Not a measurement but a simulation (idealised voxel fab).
Proc. module: voxel self aligned contacts
Square cell edge 5 nm, section width 250 nm, ID cut.
In this document a cross-section is written as a grid of square cells. It is given as a series of bands, listed from the top down, and a band is one or more rows of cells.
Within each band entry, the heights of the top and of the bottom of the band appear first, in that order and in nm; the materials of the band then follow from left to right, each with its corresponding width in nm. The designation "full width" on a single material indicates that it fills the band from edge to edge; the designation "empty" indicates empty space.
Counting heights begins at 0, where everything beneath is, in the wafer as received, one material. The lowest band has no bottom; it goes on downwards, as "0 and below" shows.
When a width is written as two numbers, as in "30..40", the first number is the width in the top row of cells of the band and the second is the width in its bottom row, and the width changes by the same amount from each row to the next.
"nothing was modified" after a step means that no cell of the cross-section changed.
"Voids, sealed" means: voids of 8 cells or more that are shut off from the top with no open way through. Written width x height at distance, distance from the left edge, in nm.
Heads up: the bit after the settings on a step's line is the simulator's remark on that step.
"overlay nm" on a masked step: distance the mask lay right of its planned place, negative for left.
### Set out below are the planned steps of the process
| 1 | RECEIVE: material Si |
| 2 | OXIDIZE: depth nm 5 |
| 3 | DIRECTIONAL_DEP: material polySi, thk nm 25 |
| 4 | DIRECTIONAL_DEP: material SiN, thk nm 25 |
| 5 | DIRECTIONAL_DEP: material aC, thk nm 15 |
| 6 | PATTERN: tone cover, mask id GATE, material resist, width nm 35, pitch nm 75, thk nm 35, overlay nm 0 |
| 7 | DIRECTIONAL_ETCH: etch materials aC, depth nm 15 |
| 8 | STRIP: etch materials resist |
| 9 | DIRECTIONAL_ETCH: etch materials SiN, depth nm 25 |
| 10 | DIRECTIONAL_ETCH: etch materials polySi, depth nm 25 |
| 11 | STRIP: etch materials aC |
| 12 | CONFORMAL_DEP: material SiN, thk nm 10 |
| 13 | DIRECTIONAL_ETCH: etch materials SiN, depth nm 10 |
| 14 | FILL_DEP: material SiO2, thk nm 15 |
| 15 | CMP: height nm 55 |
| 16 | MASKED_ETCH: tone open, mask id CONTACT, width nm 50, etch materials SiO2, depth nm 60, overlay nm 0 |
| 17 | CONFORMAL_DEP: material TiN, thk nm 5 |
| 18 | FILL_DEP: material Ru, thk nm 5 |
| 19 | CMP: height nm 55 |
| 20 | CONFORMAL_DEP: material SiN, thk nm 5 |
For this document, wafers share an identical start and vary in the step 16 width nm; the plan quotes the first wafer's value.
### Sectional view: first of several wafers, as received, after step 1
    0 and below: Si full width
    Voids, sealed: none
### The first of several wafers, seen in cross-section after the module's last step, step 20
    60 down to 55: SiN full width
    55 down to 50: SiO2: 100, TiN: 20, Ru: 10, TiN: 20, SiO2: 100
    50 down to 25: SiO2: 60, SiN: 55, TiN: 5, Ru: 10, TiN: 5, SiN: 55, SiO2: 60
    25 down to 0: SiO2: 60, SiN: 10, polySi: 35, SiN: 10, TiN: 5, Ru: 10, TiN: 5, SiN: 10, polySi: 35, SiN: 10, SiO2: 60
    0 down to -5: SiO2: 115, TiN: 20, SiO2: 115
    -5 and below: Si full width
    Voids, sealed: none
### Last wafer, end of module, cross-section
    60 down to 55: SiN full width
    55 down to 50: SiO2: 90, TiN: 30, Ru: 10, TiN: 35, SiO2: 85
    50 down to 25: SiO2: 60, SiN: 55, TiN: 5, Ru: 10, TiN: 5, SiN: 55, SiO2: 60
    25 down to 0: SiO2: 60, SiN: 10, polySi: 35, SiN: 10, TiN: 5, Ru: 10, TiN: 5, SiN: 10, polySi: 35, SiN: 10, SiO2: 60
    0 down to -5: SiO2: 115, TiN: 20, SiO2: 115
    -5 and below: Si full width
    Voids, sealed: none
### Rows = wafers. At module end, each row lists per material the cells gained (+) or lost (-) since the wafer was received, then the closed voids
width nm 50, +22 Ru, -50 Si, +200 SiN, +326 SiO2, +32 TiN, +70 polySi, Voids, sealed: none
width nm 55, +22 Ru, -50 Si, +200 SiN, +325 SiO2, +33 TiN, +70 polySi, Voids, sealed: none
width nm 60, +22 Ru, -50 Si, +200 SiN, +324 SiO2, +34 TiN, +70 polySi, Voids, sealed: none
width nm 65, +22 Ru, -50 Si, +200 SiN, +323 SiO2, +35 TiN, +70 polySi, Voids, sealed: none
width nm 70, +22 Ru, -50 Si, +200 SiN, +322 SiO2, +36 TiN, +70 polySi, Voids, sealed: none
width nm 75, +22 Ru, -50 Si, +200 SiN, +321 SiO2, +37 TiN, +70 polySi, Voids, sealed: none
